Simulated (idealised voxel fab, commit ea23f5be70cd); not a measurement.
The process module presented herein is designated voxel fin reveal.
Shown is cross-section cut, with a width of 295 nm and square cells of size 5 nm.
Cross-section spec: square-cell grid; bands listed top down; each band is one or more rows.
What a band's entry tells you: where the top is and where the bottom is, as heights in nm, and after that what lies inside, material by material from left to right, each with its width in nm. Empty space is written as the word "empty", and a single material marked with the word "all across" occupies the band from edge to edge.
For the purposes of this specification, 0 denotes the height below which the wafer in its as-received condition is composed wholly of one material, and the lowermost band, lacking a lower limit, extends downward without end, as expressed in "0 -> down".
Graded width ("30..40"): value in top row of band = first number; value in bottom row = second number; row-to-row change constant.
"nothing got changed", as given for a step, is the statement that not any cell of the cross-section underwent a change during that step.
Closed-off voids of 8+ cells (no open route to the top) go in "Entrapped void list", written width x height at distance from the left edge, in nm.
Read whatever lies past the settings on a step's line as the simulator's own remark about the step.
The "overlay nm" setting may appear on a step's line; for a step that uses a mask, it gives how far to the right of its planned position the mask lay, and a negative value indicates the left.
### plan
1: op RECEIVE | material Si
2: op CONFORMAL_DEP | material SiN | thk nm 5
3: op PATTERN | tone cover | mask id FINS | material resist | width nm 15 | pitch nm 35 | thk nm 15 | overlay nm 0
4: op DIRECTIONAL_ETCH | etch materials SiN | depth nm 5
5: op DIRECTIONAL_ETCH | etch materials Si | depth nm 40
6: op STRIP | etch materials resist
7: op OXIDIZE | depth nm 5
8: op FILL_DEP | material SiO2 | thk nm 5
9: op CMP | height nm 5
10: op SELECTIVE_ETCH | etch materials SiO2 | depth nm 20
11: op STRIP | etch materials SiN
12: op CONFORMAL_DEP | material SiO2 | thk nm 5
### Here's what the wafer looked like in cross-section when it arrived - that's after step 1
0 -> down  Si all across
Entrapped void list: none
### One mistake in running the module, otherwise start and plan as above: cross-section at the end
5 -> 0  empty=120, then SiO2=15, then empty=20, then SiO2=15, then empty=125
0 -> -30  empty=120, then SiO2=5, then Si=5, then SiO2=5, then empty=20, then SiO2=5, then Si=5, then SiO2=5, then empty=125
-30 -> -45  SiO2=125, then Si=5, then SiO2=30, then Si=5, then SiO2=130
-45 -> down  Si all across
Entrapped void list: none
Diagnosis: the plan had its step 10 run twice
